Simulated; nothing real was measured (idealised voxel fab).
Herein follows the process module entitled voxel ribs on slabs.
For reference, the cross-section in this document is cut, with width 250 nm and square cells of 5 nm.
Each cross-section below is a grid of square cells, stated as bands in top-down order, with one or more rows of cells making up each band.
In this notation a band is specified by the heights of its top and bottom, in that order and in nm, after which its materials appear from left to right, each paired with its width in nm. The word "everywhere" attached to a single material means that material fills the band from edge to edge; the word "blank" stands for empty space.
Heights are measured from 0, the level below which the as-received wafer is all one material; the lowest band has no bottom and continues downward, written as in "0..down".
A width given as "30..40" starts at the first number in the band's top row and ends at the second number in its bottom row, shifting by an equal amount at every step from row to row.
The designation "left unchanged", where it is given for a processing step, indicates that no cell of the cross-section was altered in the course of that step.
Empty spaces without an open route to the top, at least 8 cells in extent, make up the entry "Completely sealed voids"; each is given as width x height at distance, where the distance is measured from the left edge, and all are in nm.
Post-settings text on a step line: simulator's own remark regarding the step.
Regarding "overlay nm": on a step with a mask, it is the distance the mask lay to the right of its planned place; a negative value places it to the left.

### Set out below are the planned steps of the process
1: op RECEIVE | material Si
2: op DIRECTIONAL_DEP | material SiO2 | thk nm 20
3: op DIRECTIONAL_DEP | material polySi | thk nm 15
4: op DIRECTIONAL_DEP | material aC | thk nm 15
5: op PATTERN | tone cover | mask id RIB | material resist | width nm 25 | thk nm 35 | overlay nm 0
6: op DIRECTIONAL_ETCH | etch materials aC | depth nm 15
7: op STRIP | etch materials resist
8: op DIRECTIONAL_ETCH | etch materials polySi | depth nm 10
9: op STRIP | etch materials aC
10: op PATTERN | tone cover | mask id SLAB | material resist | width nm 75 | thk nm 20 | overlay nm 0
11: op DIRECTIONAL_ETCH | etch materials polySi | depth nm 5
12: op STRIP | etch materials resist
13: op FILL_DEP | material SiO2 | thk nm 15
14: op CMP | height nm 45
15: op DIRECTIONAL_DEP | material W | thk nm 10
16: op MASKED_ETCH | tone cover | mask id HEATER | width nm 35 | etch materials W | depth nm 10 | overlay nm 0
17: op CONFORMAL_DEP | material SiN | thk nm 5

### Account of the first of two wafers, which was processed as intended

### The cross-section here shows the wafer as received, i.e. in its state after step 1
	0..down = Si everywhere
	Completely sealed voids: none

### Step 2 done - wafer cross-section
	20..0 = SiO2 everywhere
	Whatever lies below 0 is exactly as it was before.

### Step 3 done - wafer cross-section
	35..20 = polySi everywhere
	Whatever lies below 20 is exactly as it was before.

### Step 4 done - wafer cross-section
	50..35 = aC everywhere
	Whatever lies below 35 is exactly as it was before.

### Step 5 done - wafer cross-section
	85..50 = 110 blank / 25 resist / 115 blank
	Whatever lies below 50 is exactly as it was before.

### Step 6 done - wafer cross-section
	70..50 = 110 blank / 25 resist / 115 blank
	50..35 = 110 blank / 25 aC / 115 blank
	Whatever lies below 35 is exactly as it was before.

### Step 7 done - wafer cross-section
	50..35 = 110 blank / 25 aC / 115 blank
	Whatever lies below 35 is exactly as it was before.

### Step 8 done - wafer cross-section
	50..35 = 110 blank / 25 aC / 115 blank
	35..25 = 110 blank / 25 polySi / 115 blank
	Whatever lies below 25 is exactly as it was before.

### Step 9 done - wafer cross-section
	35..25 = 110 blank / 25 polySi / 115 blank
	Whatever lies below 25 is exactly as it was before.

### Step 10 done - wafer cross-section
	55..35 = 85 blank / 75 resist / 90 blank
	35..25 = 85 blank / 25 resist / 25 polySi / 25 resist / 90 blank
	Whatever lies below 25 is exactly as it was before.

### Step 11 done - wafer cross-section
	55..35 = 85 blank / 75 resist / 90 blank
	35..25 = 85 blank / 25 resist / 25 polySi / 25 resist / 90 blank
	25..20 = 85 blank / 75 polySi / 90 blank
	Whatever lies below 20 is exactly as it was before.

### Step 12 done - wafer cross-section
	35..25 = 110 blank / 25 polySi / 115 blank
	Whatever lies below 25 is exactly as it was before.

### Step 13 done - wafer cross-section
	50..35 = SiO2 everywhere
	35..25 = 110 SiO2 / 25 polySi / 115 SiO2
	25..20 = 85 SiO2 / 75 polySi / 90 SiO2
	Whatever lies below 20 is exactly as it was before.

### Step 14 done - wafer cross-section
	45..35 = SiO2 everywhere
	Whatever lies below 35 is exactly as it was before.

### Step 15 done - wafer cross-section
	55..45 = W everywhere
	Whatever lies below 45 is exactly as it was before.

### Step 16 done - wafer cross-section
	55..45 = 105 blank / 35 W / 110 blank
	Whatever lies below 45 is exactly as it was before.

### Step 17 done - wafer cross-section
	60..55 = 100 blank / 45 SiN / 105 blank
	55..50 = 100 blank / 5 SiN / 35 W / 5 SiN / 105 blank
	50..45 = 105 SiN / 35 W / 110 SiN
	Whatever lies below 45 is exactly as it was before.

### For the second wafer, take the first wafer's start and plan, then add one mistake made in running it; everything through step 12, that step included, is shared with the first

### The second wafer in cross-section, at the planned close of step 13
	50..35 = aC everywhere
	35..25 = 110 aC / 25 polySi / 115 aC
	25..20 = 85 aC / 75 polySi / 90 aC
	Whatever lies below 20 is exactly as it was before.

### The second wafer in cross-section, at the planned close of step 14
	45..35 = aC everywhere
	Whatever lies below 35 is exactly as it was before.

### The second wafer in cross-section, at the planned close of step 15
	55..45 = W everywhere
	Whatever lies below 45 is exactly as it was before.

### The second wafer in cross-section, at the planned close of step 16
	55..45 = 105 blank / 35 W / 110 blank
	Whatever lies below 45 is exactly as it was before.

### The second wafer in cross-section, at the planned close of step 17
	60..55 = 100 blank / 45 SiN / 105 blank
	55..50 = 100 blank / 5 SiN / 35 W / 5 SiN / 105 blank
	50..45 = 105 SiN / 35 W / 110 SiN
	Whatever lies below 45 is exactly as it was before.
Short version of what went wrong: step 13 was run on a setting that differed from the plan, and what really ran there is op FILL_DEP | material aC | thk nm 15
The second wafer ends with more or fewer cells of some materials than the first, per final count: -225 SiO2 | +225 aC
